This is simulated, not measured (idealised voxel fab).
The process module that follows is named voxel ribs on slabs.
Cross-section cut: width 285 nm, square cells of 5 nm.
Cross-section layout: square cells on a grid; listed as bands, top to bottom; a band spans one or more cell rows. A band entry consists of two parts. The first gives the height of the band's top and the height of its bottom, in nm. The rest lists the band's materials from left to right, each with its width in nm. A single material labelled with the word "all across" fills the band from edge to edge, and the word "empty" marks empty space. It should be noted that heights are counted from 0, beneath which the wafer as supplied is of one material throughout, and that the lowest band possesses no lower boundary but continues downward, as written in "0 down". It should be noted that a width expressed as "30->40" varies in equal increments from row to row of cells within the band, taking the value of the first number at the top row and that of the second number at the bottom row. "nothing was modified" after a step means that no cell of the cross-section changed. "Enclosed internal cavities" - sealed voids, min. 8 cells, no opening to top; format: width x height at distance (distance from left edge; nm throughout). Past the settings on a step's line: simulator remark, on that step. overlay nm: where the mask lay relative to plan, measured to the right, on steps with a mask; negatives go left.
Below is the list of planned process steps:
1: RECEIVE with material Si
2: DIRECTIONAL_DEP with material SiO2, thk nm 25
3: DIRECTIONAL_DEP with material SiN, thk nm 20
4: DIRECTIONAL_DEP with material aC, thk nm 10
5: PATTERN with tone cover, mask id RIB, material resist, width nm 25, thk nm 25, overlay nm 0
6: DIRECTIONAL_ETCH with etch materials aC, depth nm 10
7: STRIP with etch materials resist
8: DIRECTIONAL_ETCH with etch materials SiN, depth nm 5
9: STRIP with etch materials aC
10: DIRECTIONAL_DEP with material aC, thk nm 10
11: PATTERN with tone cover, mask id SLAB, material resist, width nm 55, thk nm 30, overlay nm 0
12: DIRECTIONAL_ETCH with etch materials aC, depth nm 10
13: STRIP with etch materials resist
14: DIRECTIONAL_ETCH with etch materials SiN, depth nm 15
15: STRIP with etch materials aC
16: FILL_DEP with material SiO2, thk nm 15
17: CMP with height nm 55
18: DIRECTIONAL_DEP with material W, thk nm 5
19: PATTERN with tone cover, mask id HEATER, material resist, width nm 35, thk nm 20, overlay nm 0
20: DIRECTIONAL_ETCH with etch materials W, depth nm 5
21: STRIP with etch materials resist
22: CONFORMAL_DEP with material SiO2, thk nm 5
Incoming wafer in cross-section (state: after step 1):
    0 down  Si all across
    Enclosed internal cavities: none
Wafer cross-section at module end: first of two, run to plan:
    65 to 60  120 nm empty  45 nm SiO2  120 nm empty
    60 to 55  125 nm SiO2  35 nm W  125 nm SiO2
    55 to 45  SiO2 all across
    45 to 40  130 nm SiO2  25 nm SiN  130 nm SiO2
    40 to 25  115 nm SiO2  55 nm SiN  115 nm SiO2
    25 to 0  SiO2 all across
    0 down  Si all across
    Enclosed internal cavities: none
Same start, same plan as the first wafer - but one mistake in the run. Cross-section of the second of the two at the end of the module:
    60 to 55  125 nm empty  35 nm W  125 nm empty
    55 to 45  SiO2 all across
    45 to 40  130 nm SiO2  25 nm SiN  130 nm SiO2
    40 to 25  115 nm SiO2  55 nm SiN  115 nm SiO2
    25 to 0  SiO2 all across
    0 down  Si all across
    Enclosed internal cavities: none
So what did we get wrong on this run? with respect to the plan, step 22 was omitted and not executed
End check, counted in cells, second wafer has more or fewer of these materials than the first: SiO2: 59 fewer
